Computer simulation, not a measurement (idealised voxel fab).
Process module heading - voxel transistor to metal
The width of the displayed cross-section, cut, is 275 nm; its cells are square, with a size of 5 nm.
Think of the cross-section as a grid of square cells. We describe it in bands, top to bottom, and each band covers one or more rows of those cells. Basically the band line says how high the top is and how high the bottom is, in nm, and then what's in it from left to right, every material with its width in nm. Empty space shows up as "blank", and if a single material carries "everywhere" it runs the full band edge to edge. For the purposes of this specification, 0 denotes the height below which the wafer in its as-received condition is composed wholly of one material, and the lowermost band, lacking a lower limit, extends downward without end, as expressed in "0..down". The notation "30 to 40" denotes a width that varies across the rows of cells in the band, beginning at the first number in the top row, finishing at the second number in the bottom row, and changing by an identical amount from each row to the next. You'll sometimes find "no alteration" written for a step, and that's the way of saying that nowhere in the cross-section did a cell change during that step. In "Cavities, sealed" the enclosed voids are listed, meaning empty spaces of 8 cells or larger without any opening to the top. The form is width x height at distance, distance from the left edge, units nm. Formally, on a step line, whatever follows the settings is a remark that the simulator itself makes on the step. overlay nm: on a step with a mask, how far right of its planned place the mask lay; negative means left. So the way this works: pairs, before and after one process step. The after picture only goes down to the lowest band that actually changed, nothing below. Step and its settings are under each pair. And watch out, pairs might come from different runs of this module, same starting wafer though, so a pair only follows on from the one above if its "Pre-process cross-section" entry tells you so.
# Pre-process cross-section
50..40  10 of aC; 115 of blank; 10 of aC; 115 of blank; 25 of aC
40..30  10 of SiCN; 115 of aC; 10 of SiCN; 115 of aC; 25 of SiCN
30..25  SiCN everywhere
25..15  10 of polySi; 115 of SiCN; 10 of polySi; 115 of SiCN; 25 of polySi
15..5  polySi everywhere
5..-5  10 of SiO2; 115 of polySi; 10 of SiO2; 115 of polySi; 25 of SiO2
-5..-10  SiO2 everywhere
-10..-25  15 of SiO2; 110 of Si; 15 of SiO2; 110 of Si; 25 of SiO2
-25..down  Si everywhere
Cavities, sealed: none
# Structure After Step
80..50  60 of blank; 25 of resist; 100 of blank; 25 of resist; 65 of blank
50..40  10 of aC; 50 of blank; 25 of resist; 40 of blank; 10 of aC; 50 of blank; 25 of resist; 40 of blank; 25 of aC
Everything below 40 is unchanged.
Cavities, sealed: none
Which step turns the before cross-section above into the after cross-section? op PATTERN | tone cover | mask id GATE | material resist | width nm 25 | pitch nm 125 | thk nm 30 | overlay nm 0
Pre-process cross-section: see the after view in the pair directly above.
# Structure After Step
70..40  60 of blank; 25 of resist; 100 of blank; 25 of resist; 65 of blank
40..30  10 of SiCN; 50 of blank; 25 of aC; 40 of blank; 10 of SiCN; 50 of blank; 25 of aC; 40 of blank; 25 of SiCN
Everything below 30 is unchanged.
Cavities, sealed: none
Which step turns the before cross-section above into the after cross-section? op DIRECTIONAL_ETCH | etch materials aC | depth nm 10
Pre-process cross-section: see the after view in the pair directly above.
# Structure After Step
40..30  10 of SiCN; 50 of blank; 25 of aC; 40 of blank; 10 of SiCN; 50 of blank; 25 of aC; 40 of blank; 25 of SiCN
Everything below 30 is unchanged.
Cavities, sealed: none
Which step turns the before cross-section above into the after cross-section? op STRIP | etch materials resist
Pre-process cross-section: see the after view in the pair directly above.
# Structure After Step
40..30  60 of blank; 25 of aC; 100 of blank; 25 of aC; 65 of blank
30..25  60 of blank; 25 of SiCN; 100 of blank; 25 of SiCN; 65 of blank
25..15  10 of polySi; 50 of blank; 25 of SiCN; 40 of blank; 10 of polySi; 50 of blank; 25 of SiCN; 40 of blank; 25 of polySi
Everything below 15 is unchanged.
Cavities, sealed: none
Which step turns the before cross-section above into the after cross-section? op DIRECTIONAL_ETCH | etch materials SiCN | depth nm 25
Pre-process cross-section: see the after view in the pair directly above.
# Structure After Step
40..30  60 of blank; 25 of aC; 100 of blank; 25 of aC; 65 of blank
30..15  60 of blank; 25 of SiCN; 100 of blank; 25 of SiCN; 65 of blank
15..5  60 of blank; 25 of polySi; 100 of blank; 25 of polySi; 65 of blank
5..-5  10 of SiO2; 50 of blank; 25 of polySi; 40 of blank; 10 of SiO2; 50 of blank; 25 of polySi; 40 of blank; 25 of SiO2
Everything below -5 is unchanged.
Cavities, sealed: none
Which step turns the before cross-section above into the after cross-section? op DIRECTIONAL_ETCH | etch materials polySi | depth nm 30
Pre-process cross-section: see the after view in the pair directly above.
# Structure After Step
30..15  60 of blank; 25 of SiCN; 100 of blank; 25 of SiCN; 65 of blank
Everything below 15 is unchanged.
Cavities, sealed: none
Which step turns the before cross-section above into the after cross-section? op STRIP | etch materials aC
Pre-process cross-section: see the after view in the pair directly above.
# Structure After Step
40..30  50 of blank; 45 of SiN; 80 of blank; 45 of SiN; 55 of blank
30..15  50 of blank; 10 of SiN; 25 of SiCN; 10 of SiN; 80 of blank; 10 of SiN; 25 of SiCN; 10 of SiN; 55 of blank
15..5  20 of SiN; 30 of blank; 10 of SiN; 25 of polySi; 10 of SiN; 20 of blank; 30 of SiN; 30 of blank; 10 of SiN; 25 of polySi; 10 of SiN; 20 of blank; 35 of SiN
5..-5  10 of SiO2; 50 of SiN; 25 of polySi; 40 of SiN; 10 of SiO2; 50 of SiN; 25 of polySi; 40 of SiN; 25 of SiO2
Everything below -5 is unchanged.
Cavities, sealed: none
Which step turns the before cross-section above into the after cross-section? op CONFORMAL_DEP | material SiN | thk nm 10
Pre-process cross-section: see the after view in the pair directly above.
# Structure After Step
30..15  50 of blank; 10 of SiN; 25 of SiCN; 10 of SiN; 80 of blank; 10 of SiN; 25 of SiCN; 10 of SiN; 55 of blank
15..5  50 of blank; 10 of SiN; 25 of polySi; 10 of SiN; 80 of blank; 10 of SiN; 25 of polySi; 10 of SiN; 55 of blank
5..-5  10 of SiO2; 10 of SiN; 30 of blank; 10 of SiN; 25 of polySi; 10 of SiN; 20 of blank; 10 of SiN; 10 of SiO2; 10 of SiN; 30 of blank; 10 of SiN; 25 of polySi; 10 of SiN; 20 of blank; 10 of SiN; 25 of SiO2
Everything below -5 is unchanged.
Cavities, sealed: none
Which step turns the before cross-section above into the after cross-section? op DIRECTIONAL_ETCH | etch materials SiN | depth nm 10
Pre-process cross-section: see the after view in the pair directly above.
# Structure After Step
30..15  50 of blank; 10 of SiN; 25 of SiCN; 10 of SiN; 80 of blank; 10 of SiN; 25 of SiCN; 10 of SiN; 55 of blank
15..5  50 of blank; 10 of SiN; 25 of polySi; 10 of SiN; 80 of blank; 10 of SiN; 25 of polySi; 10 of SiN; 55 of blank
5..0  10 of blank; 10 of SiN; 30 of blank; 10 of SiN; 25 of polySi; 10 of SiN; 20 of blank; 10 of SiN; 10 of blank; 10 of SiN; 30 of blank; 10 of SiN; 25 of polySi; 10 of SiN; 20 of blank; 10 of SiN; 25 of blank
0..-5  10 of SiO2; 10 of SiN; 30 of blank; 10 of SiN; 25 of polySi; 10 of SiN; 20 of blank; 10 of SiN; 10 of SiO2; 10 of SiN; 30 of blank; 10 of SiN; 25 of polySi; 10 of SiN; 20 of blank; 10 of SiN; 25 of SiO2
-5..-10  20 of SiO2; 30 of blank; 45 of SiO2; 20 of blank; 30 of SiO2; 30 of blank; 45 of SiO2; 20 of blank; 35 of SiO2
Everything below -10 is unchanged.
Cavities, sealed: none
Which step turns the before cross-section above into the after cross-section? op DIRECTIONAL_ETCH | etch materials SiO2 | depth nm 5
Pre-process cross-section: see the after view in the pair directly above.
# Structure After Step
30..15  50 of blank; 10 of SiN; 25 of SiCN; 10 of SiN; 80 of blank; 10 of SiN; 25 of SiCN; 10 of SiN; 55 of blank
15..5  50 of blank; 10 of SiN; 25 of polySi; 10 of SiN; 80 of blank; 10 of SiN; 25 of polySi; 10 of SiN; 55 of blank
5..0  10 of blank; 10 of SiN; 30 of blank; 10 of SiN; 25 of polySi; 10 of SiN; 20 of blank; 10 of SiN; 10 of blank; 10 of SiN; 30 of blank; 10 of SiN; 25 of polySi; 10 of SiN; 20 of blank; 10 of SiN; 25 of blank
0..-5  10 of SiO2; 10 of SiN; 30 of blank; 10 of SiN; 25 of polySi; 10 of SiN; 20 of blank; 10 of SiN; 10 of SiO2; 10 of SiN; 30 of blank; 10 of SiN; 25 of polySi; 10 of SiN; 20 of blank; 10 of SiN; 25 of SiO2
-5..-10  20 of SiO2; 30 of blank; 45 of SiO2; 20 of blank; 30 of SiO2; 30 of blank; 45 of SiO2; 20 of blank; 35 of SiO2
-10..-20  15 of SiO2; 5 of Si; 30 of blank; 45 of Si; 20 of blank; 10 of Si; 15 of SiO2; 5 of Si; 30 of blank; 45 of Si; 20 of blank; 10 of Si; 25 of SiO2
Everything below -20 is unchanged.
Cavities, sealed: none
Which step turns the before cross-section above into the after cross-section? op DIRECTIONAL_ETCH | etch materials Si | depth nm 10
Pre-process cross-section: see the after view in the pair directly above.
# Structure After Step
30..15  50 of blank; 10 of SiN; 25 of SiCN; 10 of SiN; 80 of blank; 10 of SiN; 25 of SiCN; 10 of SiN; 55 of blank
15..5  50 of blank; 10 of SiN; 25 of polySi; 10 of SiN; 80 of blank; 10 of SiN; 25 of polySi; 10 of SiN; 55 of blank
5..0  10 of blank; 10 of SiN; 30 of blank; 10 of SiN; 25 of polySi; 10 of SiN; 20 of blank; 10 of SiN; 10 of blank; 10 of SiN; 30 of blank; 10 of SiN; 25 of polySi; 10 of SiN; 20 of blank; 10 of SiN; 25 of blank
0..-5  10 of SiO2; 10 of SiN; 10 of nSi; 10 of blank; 10 of nSi; 10 of SiN; 25 of polySi; 10 of SiN; 20 of nSi; 10 of SiN; 10 of SiO2; 10 of SiN; 10 of nSi; 10 of blank; 10 of nSi; 10 of SiN; 25 of polySi; 10 of SiN; 20 of nSi; 10 of SiN; 25 of SiO2
-5..-10  20 of SiO2; 10 of nSi; 10 of blank; 10 of nSi; 45 of SiO2; 20 of nSi; 30 of SiO2; 10 of nSi; 10 of blank; 10 of nSi; 45 of SiO2; 20 of nSi; 35 of SiO2
-10..-20  15 of SiO2; 5 of Si; 30 of nSi; 45 of Si; 20 of nSi; 10 of Si; 15 of SiO2; 5 of Si; 30 of nSi; 45 of Si; 20 of nSi; 10 of Si; 25 of SiO2
Everything below -20 is unchanged.
Cavities, sealed: none
Which step turns the before cross-section above into the after cross-section? op EPI | material nSi | thk nm 10
Pre-process cross-section: see the after view in the pair directly above.
# Structure After Step
35..30  SiO2 everywhere
30..15  50 of SiO2; 10 of SiN; 25 of SiCN; 10 of SiN; 80 of SiO2; 10 of SiN; 25 of SiCN; 10 of SiN; 55 of SiO2
15..5  50 of SiO2; 10 of SiN; 25 of polySi; 10 of SiN; 80 of SiO2; 10 of SiN; 25 of polySi; 10 of SiN; 55 of SiO2
5..0  10 of SiO2; 10 of SiN; 30 of SiO2; 10 of SiN; 25 of polySi; 10 of SiN; 20 of SiO2; 10 of SiN; 10 of SiO2; 10 of SiN; 30 of SiO2; 10 of SiN; 25 of polySi; 10 of SiN; 20 of SiO2; 10 of SiN; 25 of SiO2
0..-5  10 of SiO2; 10 of SiN; 10 of nSi; 10 of SiO2; 10 of nSi; 10 of SiN; 25 of polySi; 10 of SiN; 20 of nSi; 10 of SiN; 10 of SiO2; 10 of SiN; 10 of nSi; 10 of SiO2; 10 of nSi; 10 of SiN; 25 of polySi; 10 of SiN; 20 of nSi; 10 of SiN; 25 of SiO2
-5..-10  20 of SiO2; 10 of nSi; 10 of SiO2; 10 of nSi; 45 of SiO2; 20 of nSi; 30 of SiO2; 10 of nSi; 10 of SiO2; 10 of nSi; 45 of SiO2; 20 of nSi; 35 of SiO2
Everything below -10 is unchanged.
Cavities, sealed: none
Which step turns the before cross-section above into the after cross-section? op FILL_DEP | material SiO2 | thk nm 5
Pre-process cross-section: see the after view in the pair directly above.
# Structure After Step
15..5  50 of SiO2; 10 of SiN; 25 of polySi; 10 of SiN; 80 of SiO2; 10 of SiN; 25 of polySi; 10 of SiN; 55 of SiO2
Everything below 5 is unchanged.
Cavities, sealed: none
Which step turns the before cross-section above into the after cross-section? op CMP | height nm 15
Pre-process cross-section: see the after view in the pair directly above.
# Structure After Step
15..5  50 of SiO2; 10 of SiN; 25 of blank; 10 of SiN; 80 of SiO2; 10 of SiN; 25 of blank; 10 of SiN; 55 of SiO2
5..0  10 of SiO2; 10 of SiN; 30 of SiO2; 10 of SiN; 25 of blank; 10 of SiN; 20 of SiO2; 10 of SiN; 10 of SiO2; 10 of SiN; 30 of SiO2; 10 of SiN; 25 of blank; 10 of SiN; 20 of SiO2; 10 of SiN; 25 of SiO2
0..-5  10 of SiO2; 10 of SiN; 10 of nSi; 10 of SiO2; 10 of nSi; 10 of SiN; 25 of blank; 10 of SiN; 20 of nSi; 10 of SiN; 10 of SiO2; 10 of SiN; 10 of nSi; 10 of SiO2; 10 of nSi; 10 of SiN; 25 of blank; 10 of SiN; 20 of nSi; 10 of SiN; 25 of SiO2
Everything below -5 is unchanged.
Cavities, sealed: none
Which step turns the before cross-section above into the after cross-section? op STRIP | etch materials polySi
Pre-process cross-section: see the after view in the pair directly above.
# Structure After Step
15..10  50 of blank; 10 of SiN; 25 of blank; 10 of SiN; 80 of blank; 10 of SiN; 25 of blank; 10 of SiN; 55 of blank
10..5  50 of SiO2; 10 of SiN; 25 of blank; 10 of SiN; 80 of SiO2; 10 of SiN; 25 of blank; 10 of SiN; 55 of SiO2
5..0  10 of SiO2; 10 of SiN; 30 of SiO2; 10 of SiN; 25 of blank; 10 of SiN; 20 of SiO2; 10 of SiN; 10 of SiO2; 10 of SiN; 30 of SiO2; 10 of SiN; 25 of blank; 10 of SiN; 20 of SiO2; 10 of SiN; 25 of SiO2
0..-5  10 of SiO2; 10 of SiN; 10 of nSi; 10 of SiO2; 10 of nSi; 10 of SiN; 25 of blank; 10 of SiN; 20 of nSi; 10 of SiN; 10 of SiO2; 10 of SiN; 10 of nSi; 10 of SiO2; 10 of nSi; 10 of SiN; 25 of blank; 10 of SiN; 20 of nSi; 10 of SiN; 25 of SiO2
-5..-10  20 of SiO2; 10 of nSi; 10 of SiO2; 10 of nSi; 5 of SiO2; 35 of blank; 5 of SiO2; 20 of nSi; 30 of SiO2; 10 of nSi; 10 of SiO2; 10 of nSi; 5 of SiO2; 35 of blank; 5 of SiO2; 20 of nSi; 35 of SiO2
Everything below -10 is unchanged.
Cavities, sealed: none
Which step turns the before cross-section above into the after cross-section? op SELECTIVE_ETCH | etch materials SiO2 | depth nm 5
Pre-process cross-section: see the after view in the pair directly above.
# Structure After Step
20..15  45 of blank; 20 of HfO2; 15 of blank; 20 of HfO2; 70 of blank; 20 of HfO2; 15 of blank; 20 of HfO2; 50 of blank
15..10  50 of HfO2; 10 of SiN; 5 of HfO2; 15 of blank; 5 of HfO2; 10 of SiN; 80 of HfO2; 10 of SiN; 5 of HfO2; 15 of blank; 5 of HfO2; 10 of SiN; 55 of HfO2
10..5  50 of SiO2; 10 of SiN; 5 of HfO2; 15 of blank; 5 of HfO2; 10 of SiN; 80 of SiO2; 10 of SiN; 5 of HfO2; 15 of blank; 5 of HfO2; 10 of SiN; 55 of SiO2
5..0  10 of SiO2; 10 of SiN; 30 of SiO2; 10 of SiN; 5 of HfO2; 15 of blank; 5 of HfO2; 10 of SiN; 20 of SiO2; 10 of SiN; 10 of SiO2; 10 of SiN; 30 of SiO2; 10 of SiN; 5 of HfO2; 15 of blank; 5 of HfO2; 10 of SiN; 20 of SiO2; 10 of SiN; 25 of SiO2
0..-5  10 of SiO2; 10 of SiN; 10 of nSi; 10 of SiO2; 10 of nSi; 10 of SiN; 5 of HfO2; 15 of blank; 5 of HfO2; 10 of SiN; 20 of nSi; 10 of SiN; 10 of SiO2; 10 of SiN; 10 of nSi; 10 of SiO2; 10 of nSi; 10 of SiN; 5 of HfO2; 15 of blank; 5 of HfO2; 10 of SiN; 20 of nSi; 10 of SiN; 25 of SiO2
-5..-10  20 of SiO2; 10 of nSi; 10 of SiO2; 10 of nSi; 5 of SiO2; 35 of HfO2; 5 of SiO2; 20 of nSi; 30 of SiO2; 10 of nSi; 10 of SiO2; 10 of nSi; 5 of SiO2; 35 of HfO2; 5 of SiO2; 20 of nSi; 35 of SiO2
Everything below -10 is unchanged.
Cavities, sealed: none
Which step turns the before cross-section above into the after cross-section? op CONFORMAL_DEP | material HfO2 | thk nm 5
Pre-process cross-section: see the after view in the pair directly above.
# Structure After Step
25..20  40 of blank; 30 of TiN; 5 of blank; 30 of TiN; 60 of blank; 30 of TiN; 5 of blank; 30 of TiN; 45 of blank
20..15  45 of TiN; 20 of HfO2; 5 of TiN; 5 of blank; 5 of TiN; 20 of HfO2; 70 of TiN; 20 of HfO2; 5 of TiN; 5 of blank; 5 of TiN; 20 of HfO2; 50 of TiN
15..10  50 of HfO2; 10 of SiN; 5 of HfO2; 5 of TiN; 5 of blank; 5 of TiN; 5 of HfO2; 10 of SiN; 80 of HfO2; 10 of SiN; 5 of HfO2; 5 of TiN; 5 of blank; 5 of TiN; 5 of HfO2; 10 of SiN; 55 of HfO2
10..5  50 of SiO2; 10 of SiN; 5 of HfO2; 5 of TiN; 5 of blank; 5 of TiN; 5 of HfO2; 10 of SiN; 80 of SiO2; 10 of SiN; 5 of HfO2; 5 of TiN; 5 of blank; 5 of TiN; 5 of HfO2; 10 of SiN; 55 of SiO2
5..0  10 of SiO2; 10 of SiN; 30 of SiO2; 10 of SiN; 5 of HfO2; 5 of TiN; 5 of blank; 5 of TiN; 5 of HfO2; 10 of SiN; 20 of SiO2; 10 of SiN; 10 of SiO2; 10 of SiN; 30 of SiO2; 10 of SiN; 5 of HfO2; 5 of TiN; 5 of blank; 5 of TiN; 5 of HfO2; 10 of SiN; 20 of SiO2; 10 of SiN; 25 of SiO2
0..-5  10 of SiO2; 10 of SiN; 10 of nSi; 10 of SiO2; 10 of nSi; 10 of SiN; 5 of HfO2; 15 of TiN; 5 of HfO2; 10 of SiN; 20 of nSi; 10 of SiN; 10 of SiO2; 10 of SiN; 10 of nSi; 10 of SiO2; 10 of nSi; 10 of SiN; 5 of HfO2; 15 of TiN; 5 of HfO2; 10 of SiN; 20 of nSi; 10 of SiN; 25 of SiO2
Everything below -5 is unchanged.
Cavities, sealed: none
Which step turns the before cross-section above into the after cross-section? op CONFORMAL_DEP | material TiN | thk nm 5
Pre-process cross-section: see the after view in the pair directly above.
# Structure After Step
30..25  W everywhere
25..20  40 of W; 30 of TiN; 5 of W; 30 of TiN; 60 of W; 30 of TiN; 5 of W; 30 of TiN; 45 of W
20..15  45 of TiN; 20 of HfO2; 5 of TiN; 5 of W; 5 of TiN; 20 of HfO2; 70 of TiN; 20 of HfO2; 5 of TiN; 5 of W; 5 of TiN; 20 of HfO2; 50 of TiN
15..10  50 of HfO2; 10 of SiN; 5 of HfO2; 5 of TiN; 5 of W; 5 of TiN; 5 of HfO2; 10 of SiN; 80 of HfO2; 10 of SiN; 5 of HfO2; 5 of TiN; 5 of W; 5 of TiN; 5 of HfO2; 10 of SiN; 55 of HfO2
10..5  50 of SiO2; 10 of SiN; 5 of HfO2; 5 of TiN; 5 of W; 5 of TiN; 5 of HfO2; 10 of SiN; 80 of SiO2; 10 of SiN; 5 of HfO2; 5 of TiN; 5 of W; 5 of TiN; 5 of HfO2; 10 of SiN; 55 of SiO2
5..0  10 of SiO2; 10 of SiN; 30 of SiO2; 10 of SiN; 5 of HfO2; 5 of TiN; 5 of W; 5 of TiN; 5 of HfO2; 10 of SiN; 20 of SiO2; 10 of SiN; 10 of SiO2; 10 of SiN; 30 of SiO2; 10 of SiN; 5 of HfO2; 5 of TiN; 5 of W; 5 of TiN; 5 of HfO2; 10 of SiN; 20 of SiO2; 10 of SiN; 25 of SiO2
Everything below 0 is unchanged.
Cavities, sealed: none
Which step turns the before cross-section above into the after cross-section? op FILL_DEP | material W | thk nm 5
Pre-process cross-section: see the after view in the pair directly above.
# Structure After Step
10..5  50 of SiO2; 10 of SiN; 5 of HfO2; 5 of TiN; 5 of W; 5 of TiN; 5 of HfO2; 10 of SiN; 80 of SiO2; 10 of SiN; 5 of HfO2; 5 of TiN; 5 of W; 5 of TiN; 5 of HfO2; 10 of SiN; 55 of SiO2
Everything below 5 is unchanged.
Cavities, sealed: none
Which step turns the before cross-section above into the after cross-section? op CMP | height nm 10
Pre-process cross-section: see the after view in the pair directly above.
# Structure After Step
25..10  SiO2 everywhere
Everything below 10 is unchanged.
Cavities, sealed: none
Which step turns the before cross-section above into the after cross-section? op DIRECTIONAL_DEP | material SiO2 | thk nm 15
Pre-process cross-section: see the after view in the pair directly above.
# Structure After Step
40..25  aC everywhere
Everything below 25 is unchanged.
Cavities, sealed: none
Which step turns the before cross-section above into the after cross-section? op DIRECTIONAL_DEP | material aC | thk nm 15
Pre-process cross-section: see the after view in the pair directly above.
# Structure After Step
70..40  25 of resist; 20 of blank; 55 of resist; 20 of blank; 30 of resist; 20 of blank; 55 of resist; 20 of blank; 30 of resist
Everything below 40 is unchanged.
Cavities, sealed: none
Which step turns the before cross-section above into the after cross-section? op PATTERN | tone open | mask id CONTACT | material resist | width nm 20 | thk nm 30 | overlay nm 0
Pre-process cross-section: see the after view in the pair directly above.
# Structure After Step
55..40  25 of resist; 20 of blank; 55 of resist; 20 of blank; 30 of resist; 20 of blank; 55 of resist; 20 of blank; 30 of resist
40..25  25 of aC; 20 of blank; 55 of aC; 20 of blank; 30 of aC; 20 of blank; 55 of aC; 20 of blank; 30 of aC
Everything below 25 is unchanged.
Cavities, sealed: none
Which step turns the before cross-section above into the after cross-section? op DIRECTIONAL_ETCH | etch materials aC | depth nm 15
Pre-process cross-section: see the after view in the pair directly above.
# Structure After Step
40..25  25 of aC; 20 of blank; 55 of aC; 20 of blank; 30 of aC; 20 of blank; 55 of aC; 20 of blank; 30 of aC
Everything below 25 is unchanged.
Cavities, sealed: none
Which step turns the before cross-section above into the after cross-section? op STRIP | etch materials resist
Pre-process cross-section: see the after view in the pair directly above.
# Structure After Step
40..25  25 of aC; 20 of blank; 55 of aC; 20 of blank; 30 of aC; 20 of blank; 55 of aC; 20 of blank; 30 of aC
25..10  25 of SiO2; 20 of blank; 55 of SiO2; 20 of blank; 30 of SiO2; 20 of blank; 55 of SiO2; 20 of blank; 30 of SiO2
10..5  25 of SiO2; 20 of blank; 5 of SiO2; 10 of SiN; 5 of HfO2; 5 of TiN; 5 of W; 5 of TiN; 5 of HfO2; 10 of SiN; 5 of SiO2; 20 of blank; 30 of SiO2; 20 of blank; 5 of SiO2; 10 of SiN; 5 of HfO2; 5 of TiN; 5 of W; 5 of TiN; 5 of HfO2; 10 of SiN; 5 of SiO2; 20 of blank; 30 of SiO2
5..0  10 of SiO2; 10 of SiN; 5 of SiO2; 20 of blank; 5 of SiO2; 10 of SiN; 5 of HfO2; 5 of TiN; 5 of W; 5 of TiN; 5 of HfO2; 10 of SiN; 5 of SiO2; 15 of blank; 10 of SiN; 10 of SiO2; 10 of SiN; 5 of SiO2; 20 of blank; 5 of SiO2; 10 of SiN; 5 of HfO2; 5 of TiN; 5 of W; 5 of TiN; 5 of HfO2; 10 of SiN; 5 of SiO2; 15 of blank; 10 of SiN; 25 of SiO2
0..-5  10 of SiO2; 10 of SiN; 10 of nSi; 10 of blank; 10 of nSi; 10 of SiN; 5 of HfO2; 15 of TiN; 5 of HfO2; 10 of SiN; 20 of nSi; 10 of SiN; 10 of SiO2; 10 of SiN; 10 of nSi; 10 of blank; 10 of nSi; 10 of SiN; 5 of HfO2; 15 of TiN; 5 of HfO2; 10 of SiN; 20 of nSi; 10 of SiN; 25 of SiO2
-5..-10  20 of SiO2; 10 of nSi; 10 of blank; 10 of nSi; 5 of SiO2; 35 of HfO2; 5 of SiO2; 20 of nSi; 30 of SiO2; 10 of nSi; 10 of blank; 10 of nSi; 5 of SiO2; 35 of HfO2; 5 of SiO2; 20 of nSi; 35 of SiO2
Everything below -10 is unchanged.
Cavities, sealed: none
Which step turns the before cross-section above into the after cross-section? op DIRECTIONAL_ETCH | etch materials SiO2 | depth nm 35
Pre-process cross-section: see the after view in the pair directly above.
# Structure After Step
25..10  25 of SiO2; 20 of blank; 55 of SiO2; 20 of blank; 30 of SiO2; 20 of blank; 55 of SiO2; 20 of blank; 30 of SiO2
Everything below 10 is unchanged.
Cavities, sealed: none
Which step turns the before cross-section above into the after cross-section? op STRIP | etch materials aC
Pre-process cross-section: see the after view in the pair directly above.
# Structure After Step
30..25  30 of TiN; 10 of blank; 65 of TiN; 10 of blank; 40 of TiN; 10 of blank; 65 of TiN; 10 of blank; 35 of TiN
25..10  25 of SiO2; 5 of TiN; 10 of blank; 5 of TiN; 55 of SiO2; 5 of TiN; 10 of blank; 5 of TiN; 30 of SiO2; 5 of TiN; 10 of blank; 5 of TiN; 55 of SiO2; 5 of TiN; 10 of blank; 5 of TiN; 30 of SiO2
10..5  25 of SiO2; 5 of TiN; 10 of blank; 5 of TiN; 5 of SiO2; 10 of SiN; 5 of HfO2; 5 of TiN; 5 of W; 5 of TiN; 5 of HfO2; 10 of SiN; 5 of SiO2; 5 of TiN; 5 of blank; 10 of TiN; 30 of SiO2; 5 of TiN; 10 of blank; 5 of TiN; 5 of SiO2; 10 of SiN; 5 of HfO2; 5 of TiN; 5 of W; 5 of TiN; 5 of HfO2; 10 of SiN; 5 of SiO2; 5 of TiN; 5 of blank; 10 of TiN; 30 of SiO2
5..0  10 of SiO2; 10 of SiN; 5 of SiO2; 20 of TiN; 5 of SiO2; 10 of SiN; 5 of HfO2; 5 of TiN; 5 of W; 5 of TiN; 5 of HfO2; 10 of SiN; 5 of SiO2; 15 of TiN; 10 of SiN; 10 of SiO2; 10 of SiN; 5 of SiO2; 20 of TiN; 5 of SiO2; 10 of SiN; 5 of HfO2; 5 of TiN; 5 of W; 5 of TiN; 5 of HfO2; 10 of SiN; 5 of SiO2; 15 of TiN; 10 of SiN; 25 of SiO2
0..-5  10 of SiO2; 10 of SiN; 10 of nSi; 10 of TiN; 10 of nSi; 10 of SiN; 5 of HfO2; 15 of TiN; 5 of HfO2; 10 of SiN; 20 of nSi; 10 of SiN; 10 of SiO2; 10 of SiN; 10 of nSi; 10 of TiN; 10 of nSi; 10 of SiN; 5 of HfO2; 15 of TiN; 5 of HfO2; 10 of SiN; 20 of nSi; 10 of SiN; 25 of SiO2
-5..-10  20 of SiO2; 10 of nSi; 10 of TiN; 10 of nSi; 5 of SiO2; 35 of HfO2; 5 of SiO2; 20 of nSi; 30 of SiO2; 10 of nSi; 10 of TiN; 10 of nSi; 5 of SiO2; 35 of HfO2; 5 of SiO2; 20 of nSi; 35 of SiO2
Everything below -10 is unchanged.
Cavities, sealed: none
Which step turns the before cross-section above into the after cross-section? op CONFORMAL_DEP | material TiN | thk nm 5
Pre-process cross-section: see the after view in the pair directly above.
# Structure After Step
40..30  W everywhere
30..25  30 of TiN; 10 of W; 65 of TiN; 10 of W; 40 of TiN; 10 of W; 65 of TiN; 10 of W; 35 of TiN
25..10  25 of SiO2; 5 of TiN; 10 of W; 5 of TiN; 55 of SiO2; 5 of TiN; 10 of W; 5 of TiN; 30 of SiO2; 5 of TiN; 10 of W; 5 of TiN; 55 of SiO2; 5 of TiN; 10 of W; 5 of TiN; 30 of SiO2
10..5  25 of SiO2; 5 of TiN; 10 of W; 5 of TiN; 5 of SiO2; 10 of SiN; 5 of HfO2; 5 of TiN; 5 of W; 5 of TiN; 5 of HfO2; 10 of SiN; 5 of SiO2; 5 of TiN; 5 of W; 10 of TiN; 30 of SiO2; 5 of TiN; 10 of W; 5 of TiN; 5 of SiO2; 10 of SiN; 5 of HfO2; 5 of TiN; 5 of W; 5 of TiN; 5 of HfO2; 10 of SiN; 5 of SiO2; 5 of TiN; 5 of W; 10 of TiN; 30 of SiO2
Everything below 5 is unchanged.
Cavities, sealed: none
Which step turns the before cross-section above into the after cross-section? op FILL_DEP | material W | thk nm 10
Pre-process cross-section: see the after view in the pair directly above.
# Structure After Step
25..10  25 of SiO2; 5 of TiN; 10 of W; 5 of TiN; 55 of SiO2; 5 of TiN; 10 of W; 5 of TiN; 30 of SiO2; 5 of TiN; 10 of W; 5 of TiN; 55 of SiO2; 5 of TiN; 10 of W; 5 of TiN; 30 of SiO2
Everything below 10 is unchanged.
Cavities, sealed: none
Which step turns the before cross-section above into the after cross-section? op CMP | height nm 25
Pre-process cross-section: see the after view in the pair directly above.
# Structure After Step
30..25  TiN everywhere
Everything below 25 is unchanged.
Cavities, sealed: none
Which step turns the before cross-section above into the after cross-section? op DIRECTIONAL_DEP | material TiN | thk nm 5
Pre-process cross-section: see the after view in the pair directly above.
# Structure After Step
45..30  Ru everywhere
Everything below 30 is unchanged.
Cavities, sealed: none
Which step turns the before cross-section above into the after cross-section? op DIRECTIONAL_DEP | material Ru | thk nm 15
Pre-process cross-section: see the after view in the pair directly above.
# Structure After Step
60..45  25 of blank; 20 of resist; 55 of blank; 20 of resist; 30 of blank; 20 of resist; 55 of blank; 20 of resist; 30 of blank
Everything below 45 is unchanged.
Cavities, sealed: none
Which step turns the before cross-section above into the after cross-section? op PATTERN | tone cover | mask id METAL_1 | material resist | width nm 20 | thk nm 15 | overlay nm 0
Pre-process cross-section: see the after view in the pair directly above.
# Structure After Step
60..45  25 of blank; 20 of resist; 55 of blank; 20 of resist; 30 of blank; 20 of resist; 55 of blank; 20 of resist; 30 of blank
45..30  25 of blank; 20 of Ru; 55 of blank; 20 of Ru; 30 of blank; 20 of Ru; 55 of blank; 20 of Ru; 30 of blank
Everything below 30 is unchanged.
Cavities, sealed: none
Which step turns the before cross-section above into the after cross-section? op DIRECTIONAL_ETCH | etch materials Ru | depth nm 15
Pre-process cross-section: see the after view in the pair directly above.
# Structure After Step
60..45  25 of blank; 20 of resist; 55 of blank; 20 of resist; 30 of blank; 20 of resist; 55 of blank; 20 of resist; 30 of blank
45..30  25 of blank; 20 of Ru; 55 of blank; 20 of Ru; 30 of blank; 20 of Ru; 55 of blank; 20 of Ru; 30 of blank
30..25  25 of blank; 20 of TiN; 55 of blank; 20 of TiN; 30 of blank; 20 of TiN; 55 of blank; 20 of TiN; 30 of blank
Everything below 25 is unchanged.
Cavities, sealed: none
Which step turns the before cross-section above into the after cross-section? op DIRECTIONAL_ETCH | etch materials TiN | depth nm 5
Pre-process cross-section: see the after view in the pair directly above.
# Structure After Step
45..30  25 of blank; 20 of Ru; 55 of blank; 20 of Ru; 30 of blank; 20 of Ru; 55 of blank; 20 of Ru; 30 of blank
Everything below 30 is unchanged.
Cavities, sealed: none
Which step turns the before cross-section above into the after cross-section? op STRIP | etch materials resist
